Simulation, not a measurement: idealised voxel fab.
The process module that follows is named voxel transistor to metal.
Square cell edge 5 nm, section width 150 nm, ID cut.
Each cross-section below is a grid of square cells, stated as bands in top-down order, with one or more rows of cells making up each band. Top height, bottom height, nm. Materials left to right, width each, nm. Single material + "throughout" = fills band edge to edge. "air" = empty. All heights in this document are referenced to 0, defined as the level beneath which the wafer, as received, consists entirely of one material. The lowest band is not bounded below; it extends indefinitely downward and is written in the form "0 nm and below". It should be noted that a width expressed as "30..40" varies in equal increments from row to row of cells within the band, taking the value of the first number at the top row and that of the second number at the bottom row. Any step labelled "nothing altered" changed none of the cells in the cross-section. "Trapped void list" - sealed voids, min. 8 cells, no opening to top; format: width x height at distance (distance from left edge; nm throughout). Formally, on a step line, whatever follows the settings is a remark that the simulator itself makes on the step. Among the settings permitted on a step's line is "overlay nm"; applied to a step with a mask, it specifies the extent to which the mask lay to the right of its planned position, whereas a negative figure signifies a position to the left.
Planned step list for the process:
step 1: RECEIVE | material Si
step 2: CONFORMAL_DEP | material SiO2 | thk nm 5
step 3: CONFORMAL_DEP | material SiN | thk nm 10
step 4: PATTERN | tone cover | mask id ACTIVE | material resist | width nm 95 | thk nm 15 | overlay nm 0
step 5: DIRECTIONAL_ETCH | etch materials SiN | depth nm 10
step 6: DIRECTIONAL_ETCH | etch materials SiO2 | depth nm 5
step 7: DIRECTIONAL_ETCH | etch materials Si | depth nm 25
step 8: STRIP | etch materials resist
step 9: OXIDIZE | depth nm 5
step 10: FILL_DEP | material SiO2 | thk nm 10
step 11: CMP | height nm 15
step 12: SELECTIVE_ETCH | etch materials SiO2 | depth nm 5
step 13: STRIP | etch materials SiN
step 14: SELECTIVE_ETCH | etch materials SiO2 | depth nm 5
step 15: OXIDIZE | depth nm 5
step 16: DIRECTIONAL_DEP | material polySi | thk nm 25
step 17: DIRECTIONAL_DEP | material SiCN | thk nm 10
step 18: MASKED_ETCH | tone cover | mask id GATE | width nm 15 | etch materials SiCN | depth nm 20 | overlay nm 0
step 19: MASKED_ETCH | tone cover | mask id GATE | width nm 15 | etch materials polySi | depth nm 40 | overlay nm 0
step 20: CONFORMAL_DEP | material SiN | thk nm 10
step 21: DIRECTIONAL_ETCH | etch materials SiN | depth nm 10
step 22: DIRECTIONAL_ETCH | etch materials SiO2 | depth nm 5
step 23: DIRECTIONAL_ETCH | etch materials Si | depth nm 10
step 24: EPI | material pSi | thk nm 10
step 25: FILL_DEP | material SiO2 | thk nm 5
step 26: CMP | height nm 40
step 27: DIRECTIONAL_DEP | material SiO2 | thk nm 15
step 28: MASKED_ETCH | tone open | mask id CONTACT | width nm 20 | pitch nm 65 | etch materials SiO2 | depth nm 60 | overlay nm 0
step 29: CONFORMAL_DEP | material TiN | thk nm 5
step 30: FILL_DEP | material Ru | thk nm 5
step 31: CMP | height nm 55
step 32: CONFORMAL_DEP | material SiCN | thk nm 5
step 33: DIRECTIONAL_DEP | material SiO2 | thk nm 20
step 34: PATTERN | tone open | mask id METAL_1 | material resist | width nm 20 | pitch nm 65 | thk nm 15 | overlay nm 0
step 35: DIRECTIONAL_ETCH | etch materials SiO2 | depth nm 20
step 36: DIRECTIONAL_ETCH | etch materials SiCN | depth nm 5
step 37: STRIP | etch materials resist
step 38: CONFORMAL_DEP | material TiN | thk nm 5
step 39: FILL_DEP | material Cu | thk nm 5
step 40: CMP | height nm 80
step 41: CONFORMAL_DEP | material SiN | thk nm 5
The plan shows the thk nm of step 16 as the first wafer had it; this setting differs between the wafers, which start out alike.
The first of several wafers as received, shown in cross-section; this is its state after step 1:
0 nm and below | Si throughout
Trapped void list: none
The table below has one row for each wafer; a row shows, as of the end of the module, how many cells of each material the wafer has gained, marked (+), or lost, marked (-), since it was received, and then the wafer's closed voids:
thk nm 25; +16 Cu; +40 Ru; -115 Si; +28 SiCN; +62 SiN; +360 SiO2; +76 TiN; +28 pSi; +15 polySi; Trapped void list: none
thk nm 30; +16 Cu; +40 Ru; -115 Si; +28 SiCN; +66 SiN; +353 SiO2; +76 TiN; +28 pSi; +18 polySi; Trapped void list: none
thk nm 35; +16 Cu; +40 Ru; -115 Si; +25 SiCN; +66 SiN; +353 SiO2; +76 TiN; +28 pSi; +21 polySi; Trapped void list: none
thk nm 40; +16 Cu; +40 Ru; -115 Si; +22 SiCN; +66 SiN; +353 SiO2; +76 TiN; +28 pSi; +24 polySi; Trapped void list: none
